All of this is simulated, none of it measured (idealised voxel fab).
The following process module bears the name voxel double patterning.
cross-section cut | 140 nm wide | cells 5 nm
Square cells in a grid make up a cross-section in this document, and the grid is given as bands, listed from the top down, each one or more rows of cells.
Band entry format. Leading values: height of top, height of bottom, nm. Remainder: materials in left-to-right order, each with its width in nm. Special words: "edge to edge" on a single material, which then fills the band edge to edge; "empty", empty space.
Heads up on the height convention: 0 is the point under which the incoming wafer is all one material, and the lowest band has no bottom, it just keeps going down, like "0..down".
A width such as "30 to 40" changes by the same amount from each row of cells to the next, from the band's top row to its bottom row.
The cross-section has no changed cell in any step marked "no modification".
In "Enclosed internal voids" the enclosed voids are listed, meaning empty spaces of 8 cells or larger without any opening to the top. The form is width x height at distance, distance from the left edge, units nm.
Text after the settings on a step's line: the simulator's own remark on that step.
overlay nm: how far to the right of its planned place the mask lay on this masked step (negative: to the left).
So here's the lineup of process steps we planned
1) RECEIVE, material Si
2) CONFORMAL_DEP, material SiO2, thk nm 5
3) DIRECTIONAL_DEP, material W, thk nm 15
4) DIRECTIONAL_DEP, material SiN, thk nm 5
5) MASKED_ETCH, tone open, mask id FIRST, width nm 15, pitch nm 50, etch materials SiN, depth nm 5, overlay nm 0
6) MASKED_ETCH, tone open, mask id SECOND, width nm 15, etch materials SiN, depth nm 5, overlay nm 0
7) DIRECTIONAL_ETCH, etch materials W, depth nm 15
8) STRIP, etch materials SiN
Incoming wafer, cross-sectional view, post step 1
	0..down = Si edge to edge
	Enclosed internal voids: none
Cross-sectional image of the first of two wafers at the end of the module, the run having proceeded as planned
	20..5 = 35 W, 15 empty, 10 W, 15 empty, 10 W, 15 empty, 40 W
	5..0 = SiO2 edge to edge
	0..down = Si edge to edge
	Enclosed internal voids: none
Wafer two, end of module, cross-section. Same start, same plan as wafer one. One mistake in the run
	25..20 = 35 SiN, 15 empty, 10 SiN, 15 empty, 10 SiN, 15 empty, 40 SiN
	20..5 = 35 W, 15 empty, 10 W, 15 empty, 10 W, 15 empty, 40 W
	5..0 = SiO2 edge to edge
	0..down = Si edge to edge
	Enclosed internal voids: none
What was the processing mistake? no execution of plan step 8; skipped
at the end the second wafer has, in cells: SiN +19
